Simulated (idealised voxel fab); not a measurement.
The process module that follows is named voxel trench capacitor.
Section shown: cut. Width: 160 nm. Cell size: 5 nm, square.
A cross-section is a grid of square cells, given in bands from the top down. A band is one or more rows of cells. What a band's entry tells you: where the top is and where the bottom is, as heights in nm, and after that what lies inside, material by material from left to right, each with its width in nm. Empty space is written as the word "empty", and a single material marked with the word "all across" occupies the band from edge to edge. Where do heights start? At 0: under that level the wafer as delivered is made of one material only. And the lowest band has no floor; it just carries on downward, as in "0..down". Width spec "30 to 40" -> top row of cells at first value, bottom row at second value, equal per-row change in between. "no change" means the step left every cell of the cross-section as it was. The entry "Sealed internal voids" lists the empty spaces that cover at least 8 cells and have no open path to the top. Each is written as width x height at distance, where the distance is measured from the left edge and all three values are in nm. Read whatever lies past the settings on a step's line as the simulator's own remark about the step. overlay nm: for a step with a mask, the amount by which the mask lay right of where it was planned; a negative amount means left of it.
Intended process steps:
1. RECEIVE | material Si
2. CONFORMAL_DEP | material SiN | thk nm 10
3. PATTERN | tone open | mask id TRENCH | material resist | width nm 25 | pitch nm 40 | thk nm 20 | overlay nm 0
4. DIRECTIONAL_ETCH | etch materials SiN | depth nm 10
5. DIRECTIONAL_ETCH | etch materials Si | depth nm 35
6. STRIP | etch materials resist
7. CONFORMAL_DEP | material Al2O3 | thk nm 5
8. FILL_DEP | material polySi | thk nm 10
9. CMP | height nm 10
First wafer out of two, processed as planned:
Shown in cross-section is the wafer as received, that is, as it stands after step 1:
0..down  Si all across
Sealed internal voids: none
After step 2, in cross-section:
10..0  SiN all across
Below 0, no change.
After step 3, in cross-section:
30..10  45 resist, then 25 empty, then 15 resist, then 25 empty, then 50 resist
Below 10, no change.
After step 4, in cross-section:
30..10  45 resist, then 25 empty, then 15 resist, then 25 empty, then 50 resist
10..0  45 SiN, then 25 empty, then 15 SiN, then 25 empty, then 50 SiN
Below 0, no change.
After step 5, in cross-section:
30..10  45 resist, then 25 empty, then 15 resist, then 25 empty, then 50 resist
10..0  45 SiN, then 25 empty, then 15 SiN, then 25 empty, then 50 SiN
0..-35  45 Si, then 25 empty, then 15 Si, then 25 empty, then 50 Si
Below -35, no change.
After step 6, in cross-section:
10..0  45 SiN, then 25 empty, then 15 SiN, then 25 empty, then 50 SiN
Below 0, no change.
After step 7, in cross-section:
15..10  50 Al2O3, then 15 empty, then 25 Al2O3, then 15 empty, then 55 Al2O3
10..0  45 SiN, then 5 Al2O3, then 15 empty, then 5 Al2O3, then 15 SiN, then 5 Al2O3, then 15 empty, then 5 Al2O3, then 50 SiN
0..-30  45 Si, then 5 Al2O3, then 15 empty, then 5 Al2O3, then 15 Si, then 5 Al2O3, then 15 empty, then 5 Al2O3, then 50 Si
-30..-35  45 Si, then 25 Al2O3, then 15 Si, then 25 Al2O3, then 50 Si
Below -35, no change.
After step 8, in cross-section:
25..15  polySi all across
15..10  50 Al2O3, then 15 polySi, then 25 Al2O3, then 15 polySi, then 55 Al2O3
10..0  45 SiN, then 5 Al2O3, then 15 polySi, then 5 Al2O3, then 15 SiN, then 5 Al2O3, then 15 polySi, then 5 Al2O3, then 50 SiN
0..-30  45 Si, then 5 Al2O3, then 15 polySi, then 5 Al2O3, then 15 Si, then 5 Al2O3, then 15 polySi, then 5 Al2O3, then 50 Si
Below -30, no change.
After step 9, in cross-section:
10..0  45 SiN, then 5 Al2O3, then 15 polySi, then 5 Al2O3, then 15 SiN, then 5 Al2O3, then 15 polySi, then 5 Al2O3, then 50 SiN
Below 0, no change.
Companion wafer, the second of two: same beginning, same intended sequence, one mistake in carrying it out; through step 2 inclusive it tracks the first exactly:
Cross-section, second wafer, at the end time the plan gives for step 3:
30..10  50 resist, then 25 empty, then 15 resist, then 25 empty, then 45 resist
Below 10, no change.
Cross-section, second wafer, at the end time the plan gives for step 4:
30..10  50 resist, then 25 empty, then 15 resist, then 25 empty, then 45 resist
10..0  50 SiN, then 25 empty, then 15 SiN, then 25 empty, then 45 SiN
Below 0, no change.
Cross-section, second wafer, at the end time the plan gives for step 5:
30..10  50 resist, then 25 empty, then 15 resist, then 25 empty, then 45 resist
10..0  50 SiN, then 25 empty, then 15 SiN, then 25 empty, then 45 SiN
0..-35  50 Si, then 25 empty, then 15 Si, then 25 empty, then 45 Si
Below -35, no change.
Cross-section, second wafer, at the end time the plan gives for step 6:
10..0  50 SiN, then 25 empty, then 15 SiN, then 25 empty, then 45 SiN
Below 0, no change.
Cross-section, second wafer, at the end time the plan gives for step 7:
15..10  55 Al2O3, then 15 empty, then 25 Al2O3, then 15 empty, then 50 Al2O3
10..0  50 SiN, then 5 Al2O3, then 15 empty, then 5 Al2O3, then 15 SiN, then 5 Al2O3, then 15 empty, then 5 Al2O3, then 45 SiN
0..-30  50 Si, then 5 Al2O3, then 15 empty, then 5 Al2O3, then 15 Si, then 5 Al2O3, then 15 empty, then 5 Al2O3, then 45 Si
-30..-35  50 Si, then 25 Al2O3, then 15 Si, then 25 Al2O3, then 45 Si
Below -35, no change.
Cross-section, second wafer, at the end time the plan gives for step 8:
25..15  polySi all across
15..10  55 Al2O3, then 15 polySi, then 25 Al2O3, then 15 polySi, then 50 Al2O3
10..0  50 SiN, then 5 Al2O3, then 15 polySi, then 5 Al2O3, then 15 SiN, then 5 Al2O3, then 15 polySi, then 5 Al2O3, then 45 SiN
0..-30  50 Si, then 5 Al2O3, then 15 polySi, then 5 Al2O3, then 15 Si, then 5 Al2O3, then 15 polySi, then 5 Al2O3, then 45 Si
Below -30, no change.
Cross-section, second wafer, at the end time the plan gives for step 9:
10..0  50 SiN, then 5 Al2O3, then 15 polySi, then 5 Al2O3, then 15 SiN, then 5 Al2O3, then 15 polySi, then 5 Al2O3, then 45 SiN
Below 0, no change.
Finding, execution versus plan: heads up, step 3 didn't go per plan, it actually ran as PATTERN | tone open | mask id TRENCH | material resist | width nm 25 | pitch nm 40 | thk nm 20 | overlay nm 5
If you tally the cells, the second wafer ends up with the same amount of every material as the first; it's all just sitting in different places.
